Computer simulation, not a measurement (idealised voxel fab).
process module | voxel spacer lines
cross-section cut | 255 nm wide | cells 5 nm
A cross-section is a grid of square cells, given in bands from the top down. A band is one or more rows of cells.
Each band's line starts with the height of the band's top and of its bottom, in nm. Then come its materials from left to right, each with its width in nm. One material with "throughout" fills the band from edge to edge. "air" is empty space.
Height 0 is the level under which the wafer as received is all one material. The lowest band goes on downwards, as in "0 down".
A width such as "30 to 40" changes by the same amount from each row of cells to the next, from the band's top row to its bottom row.
"no change" after a step means that no cell of the cross-section changed.
closed voids: empty space of 8 cells or more with no open way to the top, each as width x height at its distance from the left edge, in nm
after a step's settings: what the simulator itself notes on the step
overlay nm, on a step with a mask: how far to the right of its planned place the mask lay; to the left if negative
plan
1 op RECEIVE | material Si
2 op CONFORMAL_DEP | material Al2O3 | thk nm 10
3 op DIRECTIONAL_DEP | material polySi | thk nm 15
4 op DIRECTIONAL_DEP | material aC | thk nm 20
5 op PATTERN | tone cover | mask id MANDREL | material resist | width nm 25 | pitch nm 70 | thk nm 25 | overlay nm 0
6 op DIRECTIONAL_ETCH | etch materials aC | depth nm 20
7 op STRIP | etch materials resist
8 op CONFORMAL_DEP | material SiO2 | thk nm 10
9 op DIRECTIONAL_ETCH | etch materials SiO2 | depth nm 10
10 op STRIP | etch materials aC
11 op DIRECTIONAL_ETCH | etch materials polySi | depth nm 15
12 op STRIP | etch materials SiO2
13 op FILL_DEP | material lowk | thk nm 10
14 op CMP | height nm 25
as received, after step 1
  0 down: Si throughout
  closed voids: none
a wafer at the end: this start, this plan, one mistake
  25 to 10: lowk 70 | polySi 10 | lowk 30 | polySi 10 | lowk 20 | polySi 10 | lowk 30 | polySi 10 | lowk 65
  10 to 0: Al2O3 throughout
  0 down: Si throughout
  closed voids: none
what went wrong: step 5 ran as: op PATTERN | tone cover | mask id MANDREL | material resist | width nm 30 | pitch nm 70 | thk nm 25 | overlay nm 0
